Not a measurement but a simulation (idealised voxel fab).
process module | voxel ribs on slabs
cross-section cut | 260 nm wide | cells 5 nm
A cross-section is a grid of square cells, given in bands from the top down. A band is one or more rows of cells.
Each band's line starts with the height of the band's top and of its bottom, in nm. Then come its materials from left to right, each with its width in nm. One material with "throughout" fills the band from edge to edge. "air" is empty space.
Height 0 is the level under which the wafer as received is all one material. The lowest band goes on downwards, as in "0 down".
A width such as "30 to 40" changes by the same amount from each row of cells to the next, from the band's top row to its bottom row.
"no change" after a step means that no cell of the cross-section changed.
closed voids: empty space of 8 cells or more with no open way to the top, each as width x height at its distance from the left edge, in nm
after a step's settings: what the simulator itself notes on the step
overlay nm, on a step with a mask: how far to the right of its planned place the mask lay; to the left if negative
plan
1 op RECEIVE | material Si
2 op DIRECTIONAL_DEP | material SiO2 | thk nm 25
3 op DIRECTIONAL_DEP | material SiN | thk nm 20
4 op DIRECTIONAL_DEP | material aC | thk nm 15
5 op PATTERN | tone cover | mask id RIB | material resist | width nm 25 | thk nm 30 | overlay nm 0
6 op DIRECTIONAL_ETCH | etch materials aC | depth nm 15
7 op STRIP | etch materials resist
8 op DIRECTIONAL_ETCH | etch materials SiN | depth nm 15
9 op STRIP | etch materials aC
10 op DIRECTIONAL_DEP | material aC | thk nm 10
11 op PATTERN | tone cover | mask id SLAB | material resist | width nm 75 | thk nm 30 | overlay nm 0
12 op DIRECTIONAL_ETCH | etch materials aC | depth nm 10
13 op STRIP | etch materials resist
14 op DIRECTIONAL_ETCH | etch materials SiN | depth nm 5
15 op STRIP | etch materials aC
16 op FILL_DEP | material SiO2 | thk nm 25
17 op CMP | height nm 65
18 op DIRECTIONAL_DEP | material TiN | thk nm 10
19 op MASKED_ETCH | tone cover | mask id HEATER | width nm 35 | etch materials TiN | depth nm 10 | overlay nm 0
20 op CONFORMAL_DEP | material SiO2 | thk nm 5
as received, after step 1
  0 down: Si throughout
  closed voids: none
first wafer at the end, as planned
  80 to 75: air 105 | SiO2 45 | air 110
  75 to 70: air 105 | SiO2 5 | TiN 35 | SiO2 5 | air 110
  70 to 65: SiO2 110 | TiN 35 | SiO2 115
  65 to 45: SiO2 throughout
  45 to 30: SiO2 115 | SiN 25 | SiO2 120
  30 to 25: SiO2 90 | SiN 75 | SiO2 95
  25 to 0: SiO2 throughout
  0 down: Si throughout
  closed voids: none
second wafer at the end: like start, like plan, one mistake
  75 to 70: air 105 | SiO2 45 | air 110
  70 to 65: air 105 | SiO2 5 | TiN 35 | SiO2 5 | air 110
  65 to 60: SiO2 110 | TiN 35 | SiO2 115
  60 to 45: SiO2 throughout
  45 to 30: SiO2 115 | SiN 25 | SiO2 120
  30 to 25: SiO2 90 | SiN 75 | SiO2 95
  25 to 0: SiO2 throughout
  0 down: Si throughout
  closed voids: none
what went wrong: step 17 ran as: op CMP | height nm 60
at the end the second wafer has, in cells: 52 fewer of SiO2
